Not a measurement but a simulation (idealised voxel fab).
Proc. module: voxel transistor to metal
Pictured: cross-section cut, 185 nm wide, on a grid of 5 nm square cells.
Square cells in a grid make up a cross-section in this document, and the grid is given as bands, listed from the top down, each one or more rows of cells. Heads up on the band format: heights come first, top then bottom, in nm. After that it's the materials left to right, each with its width in nm. A single material flagged "everywhere" fills the whole band edge to edge, and "empty" means there's empty space there. Height 0 is the level under which the wafer as received is all one material. The lowest band goes on downwards, as in "0..down". The width entry "30->40" should be interpreted row by row: the top row of cells in the band takes the first number, the bottom row takes the second number, and the change between adjacent rows is uniform throughout. "remained unchanged" after a step means that no cell of the cross-section changed. Entrapped void list: empty space of 8 cells or more with no open way to the top, each as width x height at its distance from the left edge, in nm. Formally, on a step line, whatever follows the settings is a remark that the simulator itself makes on the step. "overlay nm" answers the question of how far to the right of plan the mask lay on a step that has a mask, and when it is negative the answer is to the left.

The process steps that were planned are listed below:
- 1: RECEIVE | material Si
- 2: OXIDIZE | depth nm 5
- 3: CONFORMAL_DEP | material SiN | thk nm 15
- 4: MASKED_ETCH | tone cover | mask id ACTIVE | width nm 130 | etch materials SiN | depth nm 15 | overlay nm 0
- 5: MASKED_ETCH | tone cover | mask id ACTIVE | width nm 130 | etch materials SiO2 | depth nm 5 | overlay nm 0
- 6: MASKED_ETCH | tone cover | mask id ACTIVE | width nm 130 | etch materials Si | depth nm 35 | overlay nm 0
- 7: FILL_DEP | material SiO2 | thk nm 10
- 8: CMP | height nm 15
- 9: SELECTIVE_ETCH | etch materials SiO2 | depth nm 10
- 10: STRIP | etch materials SiN
- 11: SELECTIVE_ETCH | etch materials SiO2 | depth nm 5
- 12: OXIDIZE | depth nm 5
- 13: DIRECTIONAL_DEP | material polySi | thk nm 25
- 14: DIRECTIONAL_DEP | material SiCN | thk nm 10
- 15: DIRECTIONAL_DEP | material aC | thk nm 15
- 16: PATTERN | tone cover | mask id GATE | material resist | width nm 30 | thk nm 30 | overlay nm 0
- 17: DIRECTIONAL_ETCH | etch materials aC | depth nm 15
- 18: STRIP | etch materials resist
- 19: DIRECTIONAL_ETCH | etch materials SiCN | depth nm 20
- 20: DIRECTIONAL_ETCH | etch materials polySi | depth nm 35
- 21: STRIP | etch materials aC
- 22: CONFORMAL_DEP | material SiO2 | thk nm 5
- 23: DIRECTIONAL_ETCH | etch materials SiO2 | depth nm 5
- 24: CONFORMAL_DEP | material SiN | thk nm 10
- 25: DIRECTIONAL_ETCH | etch materials SiN | depth nm 10
- 26: DIRECTIONAL_ETCH | etch materials SiO2 | depth nm 5
- 27: DIRECTIONAL_ETCH | etch materials Si | depth nm 5
- 28: EPI | material pSi | thk nm 5
- 29: FILL_DEP | material SiO2 | thk nm 10
- 30: CMP | height nm 20
- 31: STRIP | etch materials polySi
- 32: SELECTIVE_ETCH | etch materials SiO2 | depth nm 5
- 33: CONFORMAL_DEP | material HfO2 | thk nm 5
- 34: CONFORMAL_DEP | material TiN | thk nm 5
- 35: FILL_DEP | material W | thk nm 5
- 36: CMP | height nm 15
- 37: DIRECTIONAL_DEP | material SiO2 | thk nm 10
- 38: PATTERN | tone open | mask id CONTACT | material resist | width nm 20 | pitch nm 90 | thk nm 20 | overlay nm 0
- 39: DIRECTIONAL_ETCH | etch materials SiO2 | depth nm 35
- 40: STRIP | etch materials resist
- 41: CONFORMAL_DEP | material TiN | thk nm 5
- 42: FILL_DEP | material Ru | thk nm 5
- 43: CMP | height nm 25
- 44: DIRECTIONAL_DEP | material TiN | thk nm 5
- 45: DIRECTIONAL_DEP | material Ru | thk nm 20
- 46: MASKED_ETCH | tone cover | mask id METAL_1 | width nm 20 | pitch nm 90 | etch materials Ru | depth nm 20 | overlay nm 0
- 47: MASKED_ETCH | tone cover | mask id METAL_1 | width nm 20 | pitch nm 90 | etch materials TiN | depth nm 5 | overlay nm 0
- 48: FILL_DEP | material SiO2 | thk nm 5
- 49: CMP | height nm 50
- 50: CONFORMAL_DEP | material SiN | thk nm 5

Cross-section, incoming material, after step 1:
* 0..down  Si everywhere
* Entrapped void list: none

Here's the wafer cut in cross-section after the module, started and planned just like above, except one thing was done wrong in the run:
* 55..50  SiN everywhere
* 50..30  SiO2 35, Ru 20, SiO2 70, Ru 20, SiO2 40
* 30..25  SiO2 35, TiN 20, SiO2 70, TiN 20, SiO2 40
* 25..15  SiO2 35, TiN 5, Ru 10, TiN 5, SiO2 70, TiN 5, Ru 10, TiN 5, SiO2 40
* 15..0  SiO2 35, TiN 5, Ru 10, TiN 5, SiO2 5, SiN 10, HfO2 5, TiN 5, W 20, TiN 5, HfO2 5, SiN 10, SiO2 5, TiN 5, Ru 10, TiN 5, SiO2 40
* 0..-5  SiO2 25, SiN 10, TiN 10, Ru 5, TiN 5, SiO2 5, SiN 10, HfO2 5, TiN 30, HfO2 5, SiN 10, SiO2 5, TiN 5, Ru 5, TiN 10, SiN 10, SiO2 30
* -5..-10  SiO2 35, pSi 5, TiN 15, pSi 5, SiO2 10, HfO2 40, SiO2 10, pSi 5, TiN 15, pSi 5, SiO2 40
* -10..-15  SiO2 25, Si 10, pSi 25, Si 60, pSi 25, Si 10, SiO2 30
* -15..-75  SiO2 25, Si 130, SiO2 30
* -75..down  Si everywhere
* Entrapped void list: none
Error vs. plan: step 6 of the plan was carried out twice
